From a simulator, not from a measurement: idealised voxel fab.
process module | voxel wiring stack
cross-section cut | 265 nm wide | cells 5 nm
A cross-section is a grid of square cells, given in bands from the top down. A band is one or more rows of cells.
Each band's line starts with the height of the band's top and of its bottom, in nm. Then come its materials from left to right, each with its width in nm. One material with "throughout" fills the band from edge to edge. "air" is empty space.
Height 0 is the level under which the wafer as received is all one material. The lowest band goes on downwards, as in "0 down".
A width such as "30 to 40" changes by the same amount from each row of cells to the next, from the band's top row to its bottom row.
"no change" after a step means that no cell of the cross-section changed.
closed voids: empty space of 8 cells or more with no open way to the top, each as width x height at its distance from the left edge, in nm
after a step's settings: what the simulator itself notes on the step
overlay nm, on a step with a mask: how far to the right of its planned place the mask lay; to the left if negative
plan
1 op RECEIVE | material Si
2 op CONFORMAL_DEP | material SiO2 | thk nm 15
3 op DIRECTIONAL_DEP | material TiN | thk nm 5
4 op DIRECTIONAL_DEP | material Ru | thk nm 20
5 op MASKED_ETCH | tone cover | mask id METAL_1 | width nm 30 | pitch nm 50 | etch materials Ru | depth nm 20 | overlay nm 0
6 op MASKED_ETCH | tone cover | mask id METAL_1 | width nm 30 | pitch nm 50 | etch materials TiN | depth nm 5 | overlay nm 0
7 op FILL_DEP | material SiO2 | thk nm 5
8 op CMP | height nm 40
9 op CONFORMAL_DEP | material SiCN | thk nm 5
10 op DIRECTIONAL_DEP | material lowk | thk nm 15
11 op MASKED_ETCH | tone open | mask id PLUG_1 | width nm 15 | pitch nm 100 | etch materials lowk | depth nm 15 | overlay nm 0
12 op MASKED_ETCH | tone open | mask id PLUG_1 | width nm 15 | pitch nm 100 | etch materials SiCN | depth nm 5 | overlay nm 0
13 op CONFORMAL_DEP | material TiN | thk nm 5
14 op FILL_DEP | material Cu | thk nm 10
15 op CMP | height nm 60
16 op DIRECTIONAL_DEP | material TiN | thk nm 5
17 op DIRECTIONAL_DEP | material Ru | thk nm 15
18 op DIRECTIONAL_DEP | material aC | thk nm 15
19 op PATTERN | tone cover | mask id METAL_2 | material resist | width nm 30 | pitch nm 50 | thk nm 30 | overlay nm 0
20 op DIRECTIONAL_ETCH | etch materials aC | depth nm 15
21 op STRIP | etch materials resist
22 op DIRECTIONAL_ETCH | etch materials Ru | depth nm 15
23 op DIRECTIONAL_ETCH | etch materials TiN | depth nm 5
24 op STRIP | etch materials aC
25 op CONFORMAL_DEP | material SiCN | thk nm 5
26 op FILL_DEP | material lowk | thk nm 5
27 op CMP | height nm 80
28 op CONFORMAL_DEP | material SiCN | thk nm 5
29 op DIRECTIONAL_DEP | material SiO2 | thk nm 15
30 op MASKED_ETCH | tone open | mask id PLUG_2 | width nm 15 | pitch nm 100 | etch materials SiO2 | depth nm 15 | overlay nm 0
31 op MASKED_ETCH | tone open | mask id PLUG_2 | width nm 15 | pitch nm 100 | etch materials SiCN | depth nm 5 | overlay nm 0
32 op EPI | material Ru | thk nm 10
33 op EPI | material Ru | thk nm 10
34 op DIRECTIONAL_DEP | material TiN | thk nm 5
35 op DIRECTIONAL_DEP | material Ru | thk nm 20
36 op MASKED_ETCH | tone cover | mask id METAL_3 | width nm 30 | pitch nm 50 | etch materials Ru | depth nm 20 | overlay nm 0
37 op MASKED_ETCH | tone cover | mask id METAL_3 | width nm 30 | pitch nm 50 | etch materials TiN | depth nm 5 | overlay nm 0
38 op FILL_DEP | material SiO2 | thk nm 5
39 op CMP | height nm 125
40 op CONFORMAL_DEP | material SiCN | thk nm 5
41 op DIRECTIONAL_DEP | material lowk | thk nm 15
42 op MASKED_ETCH | tone open | mask id PLUG_3 | width nm 15 | pitch nm 50 | etch materials lowk | depth nm 15 | overlay nm 0
43 op MASKED_ETCH | tone open | mask id PLUG_3 | width nm 15 | pitch nm 50 | etch materials SiCN | depth nm 5 | overlay nm 0
44 op EPI | material Ru | thk nm 10
45 op EPI | material Ru | thk nm 10
46 op CONFORMAL_DEP | material SiN | thk nm 5
47 op DIRECTIONAL_DEP | material lowk | thk nm 15
48 op MASKED_ETCH | tone open | mask id METAL_4 | width nm 30 | pitch nm 50 | etch materials lowk | depth nm 15 | overlay nm 0
49 op MASKED_ETCH | tone open | mask id METAL_4 | width nm 30 | pitch nm 50 | etch materials SiN | depth nm 5 | overlay nm 0
50 op CONFORMAL_DEP | material TiN | thk nm 5
51 op FILL_DEP | material Ru | thk nm 10
52 op CMP | height nm 165
53 op CONFORMAL_DEP | material SiCN | thk nm 5
as received, after step 1
  0 down: Si throughout
  closed voids: none
a wafer at the end: this start, this plan, one mistake
  170 to 165: SiCN throughout
  165 to 150: lowk 40 | TiN 5 | Ru 20 | TiN 5 | lowk 20 | TiN 5 | Ru 20 | TiN 5 | lowk 20 | TiN 5 | Ru 20 | TiN 5 | lowk 20 | TiN 5 | Ru 20 | TiN 5 | lowk 45
  150 to 145: SiN 40 | TiN 30 | SiN 20 | TiN 30 | SiN 20 | TiN 30 | SiN 20 | TiN 30 | SiN 45
  145 to 130: lowk 40 | Ru 15 | lowk 35 | Ru 15 | lowk 35 | Ru 15 | lowk 35 | Ru 15 | lowk 60
  130 to 125: SiCN 40 | Ru 15 | SiCN 35 | Ru 15 | SiCN 35 | Ru 15 | SiCN 35 | Ru 15 | SiCN 60
  125 to 105: SiO2 40 | Ru 30 | SiO2 20 | Ru 30 | SiO2 20 | Ru 30 | SiO2 20 | Ru 30 | SiO2 45
  105 to 100: SiO2 40 | TiN 30 | SiO2 20 | TiN 30 | SiO2 20 | TiN 30 | SiO2 20 | TiN 30 | SiO2 45
  100 to 85: SiO2 40 | Ru 15 | SiO2 85 | Ru 15 | SiO2 110
  85 to 80: SiCN 40 | Ru 15 | SiCN 85 | Ru 15 | SiCN 110
  80 to 65: lowk 35 | SiCN 5 | Ru 30 | SiCN 5 | lowk 10 | SiCN 5 | Ru 30 | SiCN 5 | lowk 10 | SiCN 5 | Ru 30 | SiCN 5 | lowk 10 | SiCN 5 | Ru 30 | SiCN 5 | lowk 40
  65 to 60: SiCN 40 | TiN 30 | SiCN 20 | TiN 30 | SiCN 20 | TiN 30 | SiCN 20 | TiN 30 | SiCN 45
  60 to 45: lowk 40 | TiN 5 | Cu 5 | TiN 5 | lowk 85 | TiN 5 | Cu 5 | TiN 5 | lowk 110
  45 to 40: SiCN 40 | TiN 15 | SiCN 85 | TiN 15 | SiCN 110
  40 to 35: SiO2 throughout
  35 to 15: SiO2 40 | Ru 30 | SiO2 20 | Ru 30 | SiO2 20 | Ru 30 | SiO2 20 | Ru 30 | SiO2 45
  15 to 0: SiO2 throughout
  0 down: Si throughout
  closed voids: none
what went wrong: step 3 was left out
